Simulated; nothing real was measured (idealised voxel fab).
Herein follows the process module entitled voxel trench capacitor.
The figure presents cross-section cut, which has a width of 225 nm and is divided into square cells with an edge length of 5 nm.
This document writes a cross-section as a grid whose cells are square, and gives it as bands, listed from the top down; one or more rows of cells form a band.
This entry defines a band. It first specifies the height of the band's top and the height of its bottom in nm, and then specifies the band's materials from left to right, stating each material with its width in nm. The word "all across" identifies a single material that fills the band from edge to edge, while the word "empty" identifies empty space.
Where do heights start? At 0: under that level the wafer as delivered is made of one material only. And the lowest band has no floor; it just carries on downward, as in "top 0, no bottom".
Top row gets the first number, bottom row gets the second, and each row in between changes by the same step: that is how a band width like "30->40" works.
No cell of the cross-section changed in a step that is given as "all unchanged".
You'll see "Sealed void list" listing empty spaces that have no way open to the top, as long as they're 8 cells or more; the notation is width x height at distance, where the distance is from the left edge, and all of it is in nm.
Read whatever lies past the settings on a step's line as the simulator's own remark about the step.
overlay nm: right-of-plan distance of the mask on a masked step; negative values mean left-of-plan.

[Here's what the planned process steps look like]
step 1: RECEIVE, material Si
step 2: CONFORMAL_DEP, material SiN, thk nm 5
step 3: MASKED_ETCH, tone open, mask id TRENCH, width nm 25, pitch nm 50, etch materials SiN, depth nm 5, overlay nm 0
step 4: MASKED_ETCH, tone open, mask id TRENCH, width nm 25, pitch nm 50, etch materials Si, depth nm 40, overlay nm 0
step 5: CONFORMAL_DEP, material HfO2, thk nm 5
step 6: CONFORMAL_DEP, material TiN, thk nm 5
step 7: FILL_DEP, material W, thk nm 5
step 8: CMP, height nm 5

[As-received wafer cross-section (after step 1)]
* top 0, no bottom | Si all across
* Sealed void list: none

[The first of two wafers, cross-sectioned at the end of the module, with the run proceeding as planned]
* top 5, bottom 0 | 25 of SiN / 5 of HfO2 / 5 of TiN / 5 of W / 5 of TiN / 5 of HfO2 / 25 of SiN / 5 of HfO2 / 5 of TiN / 5 of W / 5 of TiN / 5 of HfO2 / 25 of SiN / 5 of HfO2 / 5 of TiN / 5 of W / 5 of TiN / 5 of HfO2 / 25 of SiN / 5 of HfO2 / 5 of TiN / 5 of W / 5 of TiN / 5 of HfO2 / 25 of SiN
* top 0, bottom -30 | 25 of Si / 5 of HfO2 / 5 of TiN / 5 of W / 5 of TiN / 5 of HfO2 / 25 of Si / 5 of HfO2 / 5 of TiN / 5 of W / 5 of TiN / 5 of HfO2 / 25 of Si / 5 of HfO2 / 5 of TiN / 5 of W / 5 of TiN / 5 of HfO2 / 25 of Si / 5 of HfO2 / 5 of TiN / 5 of W / 5 of TiN / 5 of HfO2 / 25 of Si
* top -30, bottom -35 | 25 of Si / 5 of HfO2 / 15 of TiN / 5 of HfO2 / 25 of Si / 5 of HfO2 / 15 of TiN / 5 of HfO2 / 25 of Si / 5 of HfO2 / 15 of TiN / 5 of HfO2 / 25 of Si / 5 of HfO2 / 15 of TiN / 5 of HfO2 / 25 of Si
* top -35, bottom -40 | 25 of Si / 25 of HfO2 / 25 of Si / 25 of HfO2 / 25 of Si / 25 of HfO2 / 25 of Si / 25 of HfO2 / 25 of Si
* top -40, no bottom | Si all across
* Sealed void list: none

[Cross-sectional view of the second of two wafers upon completion of the module. This wafer shared its starting condition and process plan with the first; one error was made during its execution]
* top 5, bottom 0 | 25 of SiN / 5 of HfO2 / 5 of TiN / 5 of W / 5 of TiN / 5 of HfO2 / 25 of SiN / 5 of HfO2 / 5 of TiN / 5 of W / 5 of TiN / 5 of HfO2 / 25 of SiN / 5 of HfO2 / 5 of TiN / 5 of W / 5 of TiN / 5 of HfO2 / 25 of SiN / 5 of HfO2 / 5 of TiN / 5 of W / 5 of TiN / 5 of HfO2 / 25 of SiN
* top 0, bottom -35 | 25 of Si / 5 of HfO2 / 5 of TiN / 5 of W / 5 of TiN / 5 of HfO2 / 25 of Si / 5 of HfO2 / 5 of TiN / 5 of W / 5 of TiN / 5 of HfO2 / 25 of Si / 5 of HfO2 / 5 of TiN / 5 of W / 5 of TiN / 5 of HfO2 / 25 of Si / 5 of HfO2 / 5 of TiN / 5 of W / 5 of TiN / 5 of HfO2 / 25 of Si
* top -35, bottom -40 | 25 of Si / 5 of HfO2 / 15 of TiN / 5 of HfO2 / 25 of Si / 5 of HfO2 / 15 of TiN / 5 of HfO2 / 25 of Si / 5 of HfO2 / 15 of TiN / 5 of HfO2 / 25 of Si / 5 of HfO2 / 15 of TiN / 5 of HfO2 / 25 of Si
* top -40, bottom -45 | 25 of Si / 25 of HfO2 / 25 of Si / 25 of HfO2 / 25 of Si / 25 of HfO2 / 25 of Si / 25 of HfO2 / 25 of Si
* top -45, no bottom | Si all across
* Sealed void list: none
So what did we get wrong on this run? step 4 was processed under conditions differing from the plan, specifically as MASKED_ETCH, tone open, mask id TRENCH, width nm 25, pitch nm 50, etch materials Si, depth nm 45, overlay nm 0
The second wafer ends with more or fewer cells of some materials than the first, per final count: HfO2: 8 more; Si: 20 fewer; TiN: 8 more; W: 4 more
